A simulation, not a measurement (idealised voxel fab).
You're looking at the process module voxel fin reveal.
Cross-section cut: width 235 nm, square cells of 5 nm.
If you're reading a cross-section in this doc, picture square cells in a grid; it comes to you as bands, top ones listed first down to the bottom, and a band can be one or more rows of cells. It is stipulated that each band's entry specify, in nanometres, the height of the top of the band and then that of its bottom, followed by the materials of the band in left-to-right sequence, each together with its width in nanometres. A single material marked by the word "edge to edge" is understood to fill the band from edge to edge; the word "empty" is understood to denote empty space. Heights are reckoned from 0. Under this level, the received wafer is all of one material. The bottommost band is open-ended downward, for example "z 0 and below". It should be noted that a width expressed as "30->40" varies in equal increments from row to row of cells within the band, taking the value of the first number at the top row and that of the second number at the bottom row. "left unchanged" (step): cross-section cells unchanged, all of them. Basically, "Closed void entries" tells you about the enclosed voids: empty spaces with no open way to the top, 8 cells or bigger, each written width x height at distance, where distance is from the left edge, all in nm. If you see something after the settings on a step's line, that's the simulator's own remark about that step. overlay nm: mask offset rightward from planned place, masked step; negative means leftward offset.
**Steps in the process plan**
step 1: op RECEIVE | material Si
step 2: op CONFORMAL_DEP | material SiN | thk nm 5
step 3: op PATTERN | tone cover | mask id FINS | material resist | width nm 15 | pitch nm 40 | thk nm 20 | overlay nm -15
step 4: op DIRECTIONAL_ETCH | etch materials SiN | depth nm 5
step 5: op DIRECTIONAL_ETCH | etch materials Si | depth nm 40
step 6: op STRIP | etch materials resist
step 7: op FILL_DEP | material SiO2 | thk nm 10
step 8: op CMP | height nm 5
step 9: op SELECTIVE_ETCH | etch materials SiO2 | depth nm 30
step 10: op STRIP | etch materials SiN
step 11: op CONFORMAL_DEP | material SiO2 | thk nm 5
Variable across wafers: step 3 overlay nm (plan value is that of the first wafer; starting state common to all).
**Cross-section: the first of several wafers in its as-received state, i.e. following step 1**
  z 0 and below = Si edge to edge
  Closed void entries: none
**Per wafer, end of module: cells gained (+) or lost (-) per material since receipt, then closed voids**
overlay nm -15; -280 Si; +192 SiO2; Closed void entries: none
overlay nm -10; -280 Si; +192 SiO2; Closed void entries: none
overlay nm -5; -280 Si; +192 SiO2; Closed void entries: none
overlay nm 0; -280 Si; +192 SiO2; Closed void entries: none
overlay nm 5; -280 Si; +192 SiO2; Closed void entries: none
overlay nm 10; -280 Si; +192 SiO2; Closed void entries: none
overlay nm 15; -280 Si; +192 SiO2; Closed void entries: none
